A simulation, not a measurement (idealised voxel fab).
Documented hereafter: the process module known as voxel wiring stack.
Xsec cut, 275 nm wide, square cell size 5 nm.
For the purposes of this document, a cross-section shall be understood as a grid of square cells, specified as bands listed in top-to-bottom order, each band consisting of one or more rows of cells. The entry gives the band's vertical extent as a top height and a bottom height in nm, then its horizontal make-up as materials from left to right, each with a width in nm. "blank" stands for empty space; a single material marked "everywhere" fills the band edge to edge. Height datum 0, below which the as-received substrate wafer is one material. Lowest band open at the bottom, running downward: "0 -> down". Per-row width for "30..40": begins at first number (top row of band), ends at second number (bottom row), increment between rows held constant. The designation "stayed the same", where it is given for a processing step, indicates that no cell of the cross-section was altered in the course of that step. This entry, "Enclosed internal voids", enumerates those empty regions of no fewer than 8 cells that possess no open connection to the top. Each region is reported in the form width x height at distance, the distance being taken from the left edge, with all three quantities expressed in nm. That trailing text on a step's line, after the settings, is the simulator's own remark on the step. overlay nm: for a step with a mask, the amount by which the mask lay right of where it was planned; a negative amount means left of it.

# Steps planned for the process
- 1: RECEIVE: material Si
- 2: CONFORMAL_DEP: material SiO2, thk nm 10
- 3: DIRECTIONAL_DEP: material TiN, thk nm 5
- 4: DIRECTIONAL_DEP: material Ru, thk nm 20
- 5: DIRECTIONAL_DEP: material aC, thk nm 10
- 6: PATTERN: tone cover, mask id METAL_1, material resist, width nm 25, pitch nm 40, thk nm 25, overlay nm 0
- 7: DIRECTIONAL_ETCH: etch materials aC, depth nm 10
- 8: STRIP: etch materials resist
- 9: DIRECTIONAL_ETCH: etch materials Ru, depth nm 20
- 10: DIRECTIONAL_ETCH: etch materials TiN, depth nm 5
- 11: STRIP: etch materials aC
- 12: CONFORMAL_DEP: material SiN, thk nm 5
- 13: FILL_DEP: material lowk, thk nm 5
- 14: CMP: height nm 35
- 15: CONFORMAL_DEP: material SiCN, thk nm 5
- 16: DIRECTIONAL_DEP: material lowk, thk nm 20
- 17: PATTERN: tone open, mask id PLUG_1, material resist, width nm 15, pitch nm 80, thk nm 20, overlay nm 0
- 18: DIRECTIONAL_ETCH: etch materials lowk, depth nm 20
- 19: DIRECTIONAL_ETCH: etch materials SiCN, depth nm 5
- 20: STRIP: etch materials resist
- 21: EPI: material Ru, thk nm 10
- 22: EPI: material Ru, thk nm 10
- 23: EPI: material Ru, thk nm 5
- 24: DIRECTIONAL_DEP: material TiN, thk nm 5
- 25: DIRECTIONAL_DEP: material W, thk nm 25
- 26: DIRECTIONAL_DEP: material aC, thk nm 10
- 27: PATTERN: tone cover, mask id METAL_2, material resist, width nm 25, pitch nm 40, thk nm 30, overlay nm 0
- 28: DIRECTIONAL_ETCH: etch materials aC, depth nm 10
- 29: STRIP: etch materials resist
- 30: DIRECTIONAL_ETCH: etch materials W, depth nm 25
- 31: DIRECTIONAL_ETCH: etch materials TiN, depth nm 5
- 32: STRIP: etch materials aC
- 33: FILL_DEP: material lowk, thk nm 10
- 34: CMP: height nm 90
- 35: CONFORMAL_DEP: material SiN, thk nm 5

# Cross-section of the incoming wafer, state after step 1
- 0 -> down  Si everywhere
- Enclosed internal voids: none

# This is how the wafer looks in cross-section once the module is done, given the starting state and plan above and one mistake in carrying the plan out
- 95 -> 90  SiN everywhere
- 90 -> 65  80 nm lowk | 10 nm W | 15 nm lowk | 25 nm W | 30 nm lowk | 10 nm W | 15 nm lowk | 25 nm W | 65 nm lowk
- 65 -> 60  65 nm lowk | 15 nm W | 10 nm TiN | 15 nm lowk | 25 nm TiN | 15 nm lowk | 15 nm W | 10 nm TiN | 15 nm lowk | 25 nm TiN | 65 nm lowk
- 60 -> 40  65 nm lowk | 15 nm W | 65 nm lowk | 15 nm W | 115 nm lowk
- 40 -> 35  65 nm SiCN | 15 nm TiN | 65 nm SiCN | 15 nm TiN | 115 nm SiCN
- 35 -> 30  60 nm lowk | 35 nm SiN | 5 nm lowk | 35 nm SiN | 5 nm lowk | 35 nm SiN | 5 nm lowk | 35 nm SiN | 60 nm lowk
- 30 -> 15  60 nm lowk | 5 nm SiN | 25 nm Ru | 5 nm SiN | 5 nm lowk | 5 nm SiN | 25 nm Ru | 5 nm SiN | 5 nm lowk | 5 nm SiN | 25 nm Ru | 5 nm SiN | 5 nm lowk | 5 nm SiN | 25 nm Ru | 5 nm SiN | 60 nm lowk
- 15 -> 10  65 nm SiN | 25 nm Ru | 15 nm SiN | 25 nm Ru | 15 nm SiN | 25 nm Ru | 15 nm SiN | 25 nm Ru | 65 nm SiN
- 10 -> 0  SiO2 everywhere
- 0 -> down  Si everywhere
- Enclosed internal voids: none
Short version of what went wrong: plan step 3 never ran because it was skipped
